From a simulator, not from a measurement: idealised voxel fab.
Proc. module: voxel wiring stack
Cross-section cut: width 230 nm, square cells of 5 nm.
The cross-sections in this document take the form of a grid made of square cells. They are written out as bands, in order from top to bottom. Each band consists of one or more rows of cells.
Band entry format. Leading values: height of top, height of bottom, nm. Remainder: materials in left-to-right order, each with its width in nm. Special words: "all across" on a single material, which then fills the band edge to edge; "air", empty space.
We count height from 0. Below that, the starting wafer is all one material. The lowest band never ends at the bottom but goes on down; see "z 0 and below" for how that is written.
The width entry "30..40" should be interpreted row by row: the top row of cells in the band takes the first number, the bottom row takes the second number, and the change between adjacent rows is uniform throughout.
"no alterations made", as given for a step, is the statement that not any cell of the cross-section underwent a change during that step.
The entry titled "Enclosed internal voids" provides the empty spaces that have no open way to the top, restricted to those of 8 cells or more. Each is presented as width x height at distance, the distance being measured from the left edge, with all three in nm.
On a step's line, text after the settings is the simulator commenting on that step.
overlay nm: mask offset rightward from planned place, masked step; negative means leftward offset.
### plan
1,RECEIVE [material Si]
2,CONFORMAL_DEP [material SiO2] [thk nm 10]
3,DIRECTIONAL_DEP [material TiN] [thk nm 5]
4,DIRECTIONAL_DEP [material Ru] [thk nm 25]
5,PATTERN [tone cover] [mask id METAL_1] [material resist] [width nm 25] [pitch nm 55] [thk nm 20] [overlay nm 0]
6,DIRECTIONAL_ETCH [etch materials Ru] [depth nm 25]
7,DIRECTIONAL_ETCH [etch materials TiN] [depth nm 5]
8,STRIP [etch materials resist]
9,FILL_DEP [material SiO2] [thk nm 10]
10,CMP [height nm 40]
11,CONFORMAL_DEP [material SiCN] [thk nm 5]
12,DIRECTIONAL_DEP [material lowk] [thk nm 20]
13,MASKED_ETCH [tone open] [mask id PLUG_1] [width nm 15] [pitch nm 55] [etch materials lowk] [depth nm 20] [overlay nm 0]
14,MASKED_ETCH [tone open] [mask id PLUG_1] [width nm 15] [pitch nm 55] [etch materials SiCN] [depth nm 5] [overlay nm 0]
15,EPI [material Ru] [thk nm 10]
16,EPI [material Ru] [thk nm 10]
17,EPI [material Ru] [thk nm 5]
18,CONFORMAL_DEP [material SiN] [thk nm 5]
19,DIRECTIONAL_DEP [material lowk] [thk nm 20]
20,MASKED_ETCH [tone open] [mask id METAL_2] [width nm 15] [pitch nm 55] [etch materials lowk] [depth nm 20] [overlay nm 0]
21,MASKED_ETCH [tone open] [mask id METAL_2] [width nm 25] [pitch nm 55] [etch materials SiN] [depth nm 5] [overlay nm 0]
22,CONFORMAL_DEP [material TiN] [thk nm 5]
23,FILL_DEP [material Ru] [thk nm 10]
24,CMP [height nm 90]
25,EPI [material Ru] [thk nm 5]
26,FILL_DEP [material SiCN] [thk nm 5]
27,DIRECTIONAL_DEP [material lowk] [thk nm 35]
28,DIRECTIONAL_DEP [material aC] [thk nm 10]
29,PATTERN [tone open] [mask id METAL_3] [material resist] [width nm 25] [pitch nm 55] [thk nm 25] [overlay nm 0]
30,DIRECTIONAL_ETCH [etch materials aC] [depth nm 10]
31,STRIP [etch materials resist]
32,DIRECTIONAL_ETCH [etch materials lowk] [depth nm 20]
33,STRIP [etch materials aC]
34,DIRECTIONAL_DEP [material aC] [thk nm 10]
35,PATTERN [tone open] [mask id METAL_3_HOLES] [material resist] [width nm 15] [pitch nm 55] [thk nm 30] [overlay nm 0]
36,DIRECTIONAL_ETCH [etch materials aC] [depth nm 10]
37,STRIP [etch materials resist]
38,DIRECTIONAL_ETCH [etch materials lowk] [depth nm 15]
39,DIRECTIONAL_ETCH [etch materials SiCN] [depth nm 5]
40,STRIP [etch materials aC]
41,CONFORMAL_DEP [material TiN] [thk nm 5]
42,FILL_DEP [material Cu] [thk nm 10]
43,CMP [height nm 135]
44,CONFORMAL_DEP [material SiN] [thk nm 5]
The width nm used in step 20 is not the same on every wafer, whereas the starting condition is; the value printed in the plan is the first wafer's.
### Step 1 complete: as-received cross-section of the first of several wafers
	z 0 and below = Si all across
	Enclosed internal voids: none
### Rows = wafers. At module end, each row lists per material the cells gained (+) or lost (-) since the wafer was received, then the closed voids
width nm 15, +26 Cu, +98 Ru, +116 SiCN, +86 SiN, +308 SiO2, +70 TiN, +584 lowk, Enclosed internal voids: none
width nm 20, +26 Cu, +108 Ru, +114 SiCN, +84 SiN, +308 SiO2, +72 TiN, +576 lowk, Enclosed internal voids: none
width nm 25, +26 Cu, +118 Ru, +112 SiCN, +82 SiN, +308 SiO2, +74 TiN, +568 lowk, Enclosed internal voids: none
width nm 30, +26 Cu, +126 Ru, +110 SiCN, +82 SiN, +308 SiO2, +76 TiN, +560 lowk, Enclosed internal voids: none
width nm 35, +26 Cu, +134 Ru, +108 SiCN, +82 SiN, +308 SiO2, +78 TiN, +552 lowk, Enclosed internal voids: none
width nm 40, +26 Cu, +142 Ru, +106 SiCN, +82 SiN, +308 SiO2, +80 TiN, +544 lowk, Enclosed internal voids: none
